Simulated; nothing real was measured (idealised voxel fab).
This is a process module. Its name is voxel self aligned contacts.
Pictured: cross-section cut, 285 nm wide, on a grid of 5 nm square cells.
A cross-section in this document is a grid of square cells, and it is written down as bands, the top band listed before the ones below it; a band is made up of one or more rows of cells.
The entry gives the band's vertical extent as a top height and a bottom height in nm, then its horizontal make-up as materials from left to right, each with a width in nm. "blank" stands for empty space; a single material marked "all across" fills the band edge to edge.
Height reference: 0 = level under which incoming wafer is all one material. Lowest band: no bottom, runs on downward, e.g. "0 nm and below".
Width: "30->40" (first number = top row, second number = bottom row, same change from row to row of cells).
Step marked "remained unchanged"? Then no cell in the cross-section changed in it.
Look at "Tabulated closed voids" for the closed voids: empty spaces with no open path to the top, sized 8 cells or up. Each is width x height at distance, distance from the left edge, all nm.
Past the settings on a step's line: simulator remark, on that step.
The setting "overlay nm" may be written on the line of a step. When the step uses a mask, the value reports how far to the right of the planned place the mask lay, and a negative value reports that it lay to the left.

List of planned process steps
1) RECEIVE,material Si
2) OXIDIZE,depth nm 5
3) DIRECTIONAL_DEP,material polySi,thk nm 30
4) DIRECTIONAL_DEP,material SiN,thk nm 20
5) DIRECTIONAL_DEP,material aC,thk nm 15
6) PATTERN,tone cover,mask id GATE,material resist,width nm 25,pitch nm 60,thk nm 30,overlay nm 0
7) DIRECTIONAL_ETCH,etch materials aC,depth nm 15
8) STRIP,etch materials resist
9) DIRECTIONAL_ETCH,etch materials SiN,depth nm 20
10) DIRECTIONAL_ETCH,etch materials polySi,depth nm 30
11) STRIP,etch materials aC
12) CONFORMAL_DEP,material SiN,thk nm 10
13) DIRECTIONAL_ETCH,etch materials SiN,depth nm 10
14) FILL_DEP,material SiO2,thk nm 15
15) CMP,height nm 55
16) MASKED_ETCH,tone open,mask id CONTACT,width nm 45,pitch nm 60,etch materials SiO2,depth nm 60,overlay nm 0
17) CONFORMAL_DEP,material TiN,thk nm 5
18) FILL_DEP,material Ru,thk nm 10
19) CMP,height nm 55
20) CONFORMAL_DEP,material SiN,thk nm 5

Wafer at receipt (post step 1), cross-section
  0 nm and below = Si all across
  Tabulated closed voids: none

One mistake in running the module, otherwise start and plan as above: cross-section at the end
  60 nm to 55 nm = SiN all across
  55 nm to 35 nm = SiO2 60 nm, SiN 10 nm, polySi 25 nm, SiN 10 nm, TiN 5 nm, Ru 5 nm, TiN 5 nm, SiN 10 nm, polySi 25 nm, SiN 10 nm, TiN 5 nm, Ru 5 nm, TiN 5 nm, SiN 10 nm, polySi 25 nm, SiN 10 nm, SiO2 60 nm
  35 nm to 30 nm = SiO2 60 nm, SiN 10 nm, polySi 25 nm, SiN 10 nm, TiN 15 nm, SiN 10 nm, polySi 25 nm, SiN 10 nm, TiN 15 nm, SiN 10 nm, polySi 25 nm, SiN 10 nm, SiO2 60 nm
  30 nm to 0 nm = polySi all across
  0 nm to -5 nm = SiO2 all across
  -5 nm and below = Si all across
  Tabulated closed voids: none
The plan and the run diverged here: in the plan, step 3 was performed twice
